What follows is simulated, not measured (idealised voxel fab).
Process module in this document: voxel capacitor over wiring
Shown is cross-section cut, with a width of 145 nm and square cells of size 5 nm.
In this document a cross-section is written as a grid of square cells. It is given as a series of bands, listed from the top down, and a band is one or more rows of cells. Band entry format. Leading values: height of top, height of bottom, nm. Remainder: materials in left-to-right order, each with its width in nm. Special words: "throughout" on a single material, which then fills the band edge to edge; "empty", empty space. Ref level 0: as-received wafer is one material below here. Bottom band extends down with no lower bound ("0 nm and below"). A width such as "30..40" changes by the same amount from each row of cells to the next, from the band's top row to its bottom row. A step reported as "nothing changed" is a step in which no cell of the cross-section changed. "Sealed-off cavities" lists enclosed empty spaces (at least 8 cells, no open path upward to the top), each as width x height at distance from the left edge, in nm. Whatever follows a step's settings on its line is a remark the simulator itself makes about that step. "overlay nm" on a masked step: distance the mask lay right of its planned place, negative for left.
Process steps (planned):
- 1: RECEIVE, material Si
- 2: CONFORMAL_DEP, material SiO2, thk nm 10
- 3: CONFORMAL_DEP, material SiN, thk nm 5
- 4: DIRECTIONAL_DEP, material SiO2, thk nm 15
- 5: MASKED_ETCH, tone open, mask id METAL_1, width nm 20, pitch nm 85, etch materials SiO2, depth nm 15, overlay nm 0
- 6: MASKED_ETCH, tone open, mask id METAL_1, width nm 20, pitch nm 85, etch materials SiN, depth nm 5, overlay nm 0
- 7: CONFORMAL_DEP, material TiN, thk nm 5
- 8: FILL_DEP, material W, thk nm 10
- 9: CMP, height nm 30
- 10: CONFORMAL_DEP, material SiCN, thk nm 5
- 11: DIRECTIONAL_DEP, material SiO2, thk nm 20
- 12: DIRECTIONAL_DEP, material aC, thk nm 10
- 13: PATTERN, tone open, mask id PLUG_1, material resist, width nm 15, thk nm 25, overlay nm 0
- 14: DIRECTIONAL_ETCH, etch materials aC, depth nm 10
- 15: STRIP, etch materials resist
- 16: DIRECTIONAL_ETCH, etch materials SiO2, depth nm 20
- 17: DIRECTIONAL_ETCH, etch materials SiCN, depth nm 5
- 18: STRIP, etch materials aC
- 19: EPI, material Ru, thk nm 10
- 20: EPI, material Ru, thk nm 10
- 21: EPI, material Ru, thk nm 5
- 22: DIRECTIONAL_DEP, material TiN, thk nm 5
- 23: DIRECTIONAL_DEP, material SiN, thk nm 5
- 24: DIRECTIONAL_DEP, material TiN, thk nm 10
- 25: MASKED_ETCH, tone cover, mask id UPPER_PLATE, width nm 70, etch materials TiN, depth nm 10, overlay nm 0
- 26: MASKED_ETCH, tone cover, mask id UPPER_PLATE, width nm 70, etch materials SiN, depth nm 5, overlay nm 0
- 27: DIRECTIONAL_DEP, material aC, thk nm 15
- 28: PATTERN, tone cover, mask id LOWER_PLATE, material resist, width nm 80, thk nm 35, overlay nm 0
- 29: DIRECTIONAL_ETCH, etch materials aC, depth nm 15
- 30: STRIP, etch materials resist
- 31: DIRECTIONAL_ETCH, etch materials TiN, depth nm 5
- 32: STRIP, etch materials aC
- 33: FILL_DEP, material SiO2, thk nm 15
- 34: CMP, height nm 85
- 35: MASKED_ETCH, tone open, mask id PLUG_2, width nm 15, etch materials SiO2, depth nm 10, overlay nm 0
- 36: CONFORMAL_DEP, material TiN, thk nm 5
- 37: FILL_DEP, material Cu, thk nm 5
- 38: CMP, height nm 85
- 39: CONFORMAL_DEP, material SiCN, thk nm 5
As-received state of the wafer in cross-section, equivalent to post-step 1:
  0 nm and below | Si throughout
  Sealed-off cavities: none
Here's the wafer cut in cross-section after the module, started and planned just like above, except one thing was done wrong in the run:
  90 nm to 85 nm | SiCN throughout
  85 nm to 75 nm | SiO2=25 / TiN=25 / SiO2=95
  75 nm to 70 nm | SiO2=25 / SiN=25 / TiN=45 / SiO2=50
  70 nm to 65 nm | SiO2=20 / TiN=75 / SiO2=50
  65 nm to 60 nm | SiO2=15 / Ru=35 / SiN=45 / SiO2=50
  60 nm to 55 nm | SiO2=15 / Ru=35 / TiN=50 / SiO2=45
  55 nm to 35 nm | SiO2=25 / Ru=15 / SiO2=105
  35 nm to 30 nm | SiCN=25 / Ru=15 / SiCN=105
  30 nm to 15 nm | SiO2=20 / TiN=5 / W=10 / TiN=5 / SiO2=65 / TiN=5 / W=10 / TiN=5 / SiO2=20
  15 nm to 10 nm | SiN=20 / TiN=20 / SiN=65 / TiN=20 / SiN=20
  10 nm to 0 nm | SiO2 throughout
  0 nm and below | Si throughout
  Sealed-off cavities: none
Plan not followed: one of 19 and 20 ran twice, no way to know which since they are all identical
